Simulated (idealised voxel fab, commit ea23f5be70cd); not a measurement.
process module | voxel transistor to metal
cross-section cut | 215 nm wide | cells 5 nm
A cross-section is a grid of square cells, given in bands from the top down. A band is one or more rows of cells.
Each band's line starts with the height of the band's top and of its bottom, in nm. Then come its materials from left to right, each with its width in nm. One material with "throughout" fills the band from edge to edge. "air" is empty space.
Height 0 is the level under which the wafer as received is all one material. The lowest band goes on downwards, as in "0 down".
A width such as "30 to 40" changes by the same amount from each row of cells to the next, from the band's top row to its bottom row.
"no change" after a step means that no cell of the cross-section changed.
closed voids: empty space of 8 cells or more with no open way to the top, each as width x height at its distance from the left edge, in nm
after a step's settings: what the simulator itself notes on the step
overlay nm, on a step with a mask: how far to the right of its planned place the mask lay; to the left if negative
plan
1 op RECEIVE | material Si
2 op CONFORMAL_DEP | material SiO2 | thk nm 5
3 op CONFORMAL_DEP | material SiN | thk nm 15
4 op MASKED_ETCH | tone cover | mask id ACTIVE | width nm 110 | etch materials SiN | depth nm 15 | overlay nm 0
5 op MASKED_ETCH | tone cover | mask id ACTIVE | width nm 110 | etch materials SiO2 | depth nm 5 | overlay nm 0
6 op MASKED_ETCH | tone cover | mask id ACTIVE | width nm 110 | etch materials Si | depth nm 25 | overlay nm 0
7 op OXIDIZE | depth nm 5
8 op FILL_DEP | material SiO2 | thk nm 15
9 op CMP | height nm 20
10 op SELECTIVE_ETCH | etch materials SiO2 | depth nm 15
11 op STRIP | etch materials SiN
12 op SELECTIVE_ETCH | etch materials SiO2 | depth nm 5
13 op OXIDIZE | depth nm 5
14 op DIRECTIONAL_DEP | material polySi | thk nm 30
15 op DIRECTIONAL_DEP | material SiCN | thk nm 15
16 op DIRECTIONAL_DEP | material aC | thk nm 15
17 op PATTERN | tone cover | mask id GATE | material resist | width nm 30 | thk nm 30 | overlay nm 0
18 op DIRECTIONAL_ETCH | etch materials aC | depth nm 15
19 op STRIP | etch materials resist
20 op DIRECTIONAL_ETCH | etch materials SiCN | depth nm 25
21 op DIRECTIONAL_ETCH | etch materials polySi | depth nm 40
22 op STRIP | etch materials aC
23 op CONFORMAL_DEP | material SiO2 | thk nm 5
24 op DIRECTIONAL_ETCH | etch materials SiO2 | depth nm 5
25 op CONFORMAL_DEP | material SiN | thk nm 5
26 op DIRECTIONAL_ETCH | etch materials SiN | depth nm 5
27 op DIRECTIONAL_ETCH | etch materials SiO2 | depth nm 5
28 op DIRECTIONAL_ETCH | etch materials Si | depth nm 5
29 op EPI | material pSi | thk nm 5
30 op FILL_DEP | material SiO2 | thk nm 5
31 op CMP | height nm 30
32 op STRIP | etch materials polySi
33 op SELECTIVE_ETCH | etch materials SiO2 | depth nm 5
34 op CONFORMAL_DEP | material HfO2 | thk nm 5
35 op CONFORMAL_DEP | material TiN | thk nm 5
36 op FILL_DEP | material W | thk nm 5
37 op CMP | height nm 25
38 op DIRECTIONAL_DEP | material SiO2 | thk nm 15
39 op DIRECTIONAL_DEP | material aC | thk nm 15
40 op PATTERN | tone open | mask id CONTACT | material resist | width nm 20 | pitch nm 80 | thk nm 30 | overlay nm 0
41 op DIRECTIONAL_ETCH | etch materials aC | depth nm 15
42 op STRIP | etch materials resist
43 op DIRECTIONAL_ETCH | etch materials SiO2 | depth nm 45
44 op STRIP | etch materials aC
45 op CONFORMAL_DEP | material TiN | thk nm 5
46 op FILL_DEP | material W | thk nm 10
47 op CMP | height nm 40
48 op DIRECTIONAL_DEP | material TiN | thk nm 5
49 op DIRECTIONAL_DEP | material Ru | thk nm 20
50 op DIRECTIONAL_DEP | material aC | thk nm 10
51 op PATTERN | tone cover | mask id METAL_1 | material resist | width nm 20 | pitch nm 80 | thk nm 25 | overlay nm 0
52 op DIRECTIONAL_ETCH | etch materials aC | depth nm 10
53 op STRIP | etch materials resist
54 op DIRECTIONAL_ETCH | etch materials Ru | depth nm 20
55 op DIRECTIONAL_ETCH | etch materials TiN | depth nm 5
56 op STRIP | etch materials aC
57 op CONFORMAL_DEP | material SiCN | thk nm 5
58 op FILL_DEP | material SiO2 | thk nm 10
59 op CMP | height nm 65
60 op CONFORMAL_DEP | material SiCN | thk nm 5
as received, after step 1
  0 down: Si throughout
  closed voids: none
a wafer at the end: this start, this plan, one mistake
  70 to 65: SiCN throughout
  65 to 45: SiO2 50 | SiCN 5 | Ru 20 | SiCN 5 | SiO2 50 | SiCN 5 | Ru 20 | SiCN 5 | SiO2 55
  45 to 40: SiCN 55 | TiN 20 | SiCN 60 | TiN 20 | SiCN 60
  40 to 35: W 70 | TiN 25 | W 20 | TiN 25 | W 75
  35 to 30: TiN 75 | HfO2 15 | TiN 5 | W 20 | TiN 5 | HfO2 15 | TiN 80
  30 to 25: HfO2 80 | SiN 5 | HfO2 5 | TiN 5 | W 20 | TiN 5 | HfO2 5 | SiN 5 | HfO2 85
  25 to 5: SiO2 80 | SiN 5 | HfO2 5 | TiN 5 | W 20 | TiN 5 | HfO2 5 | SiN 5 | SiO2 85
  5 to 0: SiO2 80 | SiN 5 | HfO2 5 | TiN 30 | HfO2 5 | SiN 5 | SiO2 85
  0 to -5: SiO2 75 | pSi 5 | SiO2 5 | HfO2 40 | SiO2 5 | pSi 5 | SiO2 80
  -5 to -10: SiO2 55 | pSi 25 | Si 50 | pSi 25 | SiO2 60
  -10 to -30: SiO2 55 | Si 100 | SiO2 60
  -30 down: Si throughout
  closed voids: none
what went wrong: step 37 was left out
